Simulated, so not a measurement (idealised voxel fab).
Process module, titled voxel tone inversion
FYI the section here is cut, 180 nm wide, cells are 5 nm squares.
In what follows, cross-sections appear as grids of square cells, described through bands that run from the top down, where every band is one or more rows of cells.
Heads up on the band format: heights come first, top then bottom, in nm. After that it's the materials left to right, each with its width in nm. A single material flagged "edge to edge" fills the whole band edge to edge, and "blank" means there's empty space there.
Heights are measured from 0, the level below which the as-received wafer is all one material; the lowest band has no bottom and continues downward, written as in "from 0 down".
The expression "30->40" gives the width at the extremes of the band, the first number at its top row of cells and the second at its bottom row, with the width changing by equal amounts from each row to the next in between.
No cell of the cross-section changed in a step that is given as "nothing different".
Closed-off voids of 8+ cells (no open route to the top) go in "Voids, sealed", written width x height at distance from the left edge, in nm.
Anything after a step's settings on that line? It's the simulator's own note about the step.
overlay nm: on a step with a mask, how far right of its planned place the mask lay; negative means left.

Steps in the process plan
1. RECEIVE, material Si
2. CONFORMAL_DEP, material SiCN, thk nm 5
3. DIRECTIONAL_DEP, material aC, thk nm 15
4. PATTERN, tone cover, mask id POSTS, material resist, width nm 15, pitch nm 35, thk nm 20, overlay nm 0
5. DIRECTIONAL_ETCH, etch materials aC, depth nm 15
6. STRIP, etch materials resist
7. FILL_DEP, material SiO2, thk nm 10
8. CMP, height nm 20
9. STRIP, etch materials aC
10. CONFORMAL_DEP, material TiN, thk nm 5
11. FILL_DEP, material Ru, thk nm 5
12. CMP, height nm 20
13. CONFORMAL_DEP, material SiCN, thk nm 5

Shown in cross-section is the wafer as received, that is, as it stands after step 1
> from 0 down = Si edge to edge
> Voids, sealed: none

a wafer at the end: this start, this plan, one mistake
> from 25 to 20 = SiCN edge to edge
> from 20 to 10 = SiO2 45 nm, then TiN 5 nm, then Ru 10 nm, then TiN 5 nm, then SiO2 15 nm, then TiN 5 nm, then Ru 10 nm, then TiN 5 nm, then SiO2 15 nm, then TiN 5 nm, then Ru 10 nm, then TiN 5 nm, then SiO2 45 nm
> from 10 to 5 = SiO2 45 nm, then TiN 20 nm, then SiO2 15 nm, then TiN 20 nm, then SiO2 15 nm, then TiN 20 nm, then SiO2 45 nm
> from 5 to 0 = SiCN edge to edge
> from 0 down = Si edge to edge
> Voids, sealed: none
Short version of what went wrong: step 4 did not happen as planned, as run it was PATTERN, tone cover, mask id POSTS, material resist, width nm 20, pitch nm 35, thk nm 20, overlay nm 0
